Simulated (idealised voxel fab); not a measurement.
The following is a process module called voxel spacer lines.
Displayed cross-section: cut, width of 160 nm, square cells sized 5 nm.
For the purposes of this document, a cross-section shall be understood as a grid of square cells, specified as bands listed in top-to-bottom order, each band consisting of one or more rows of cells.
The band entry comprises the height of the band's top followed by the height of its bottom, expressed in nm, and subsequently the band's materials from left to right, each stated together with its width in nm. Where a single material is marked with the word "edge to edge", that material fills the band from edge to edge. The word "empty" represents empty space.
For the purposes of this specification, 0 denotes the height below which the wafer in its as-received condition is composed wholly of one material, and the lowermost band, lacking a lower limit, extends downward without end, as expressed in "0 and below".
Note: "30->40" means the width goes from the first number (top row of the band) to the second number (bottom row) in equal steps per row of cells.
Key: "same as before" - step with no changed cell in the cross-section.
Empty spaces counting at least 8 cells and having no open way to the top are listed in "Sealed cavities". The notation width x height at distance is used for each, the distance being from the left edge and all three values in nm.
Step line, after settings: the simulator's comment on this step.
"overlay nm" answers the question of how far to the right of plan the mask lay on a step that has a mask, and when it is negative the answer is to the left.
# Intended process steps
step 1: RECEIVE, material Si
step 2: CONFORMAL_DEP, material Al2O3, thk nm 5
step 3: DIRECTIONAL_DEP, material polySi, thk nm 20
step 4: DIRECTIONAL_DEP, material aC, thk nm 20
step 5: PATTERN, tone cover, mask id MANDREL, material resist, width nm 25, pitch nm 80, thk nm 30, overlay nm 0
step 6: DIRECTIONAL_ETCH, etch materials aC, depth nm 20
step 7: STRIP, etch materials resist
step 8: CONFORMAL_DEP, material SiN, thk nm 15
step 9: DIRECTIONAL_ETCH, etch materials SiN, depth nm 15
step 10: STRIP, etch materials aC
step 11: DIRECTIONAL_ETCH, etch materials polySi, depth nm 20
step 12: STRIP, etch materials SiN
# Cross-section, incoming material, after step 1
	0 and below | Si edge to edge
	Sealed cavities: none
# The cross-section shown corresponds to the wafer at the conclusion of the module. The initial structure and the process plan are those presented above; however, one mistake occurred in executing the plan
	20 down to 0 | empty (10) / polySi (15) / empty (25) / polySi (15) / empty (25) / polySi (15) / empty (25) / polySi (15) / empty (15)
	0 and below | Si edge to edge
	Sealed cavities: none
Against the plan, the run slipped here: step 2 of the plan was excluded from execution and never run
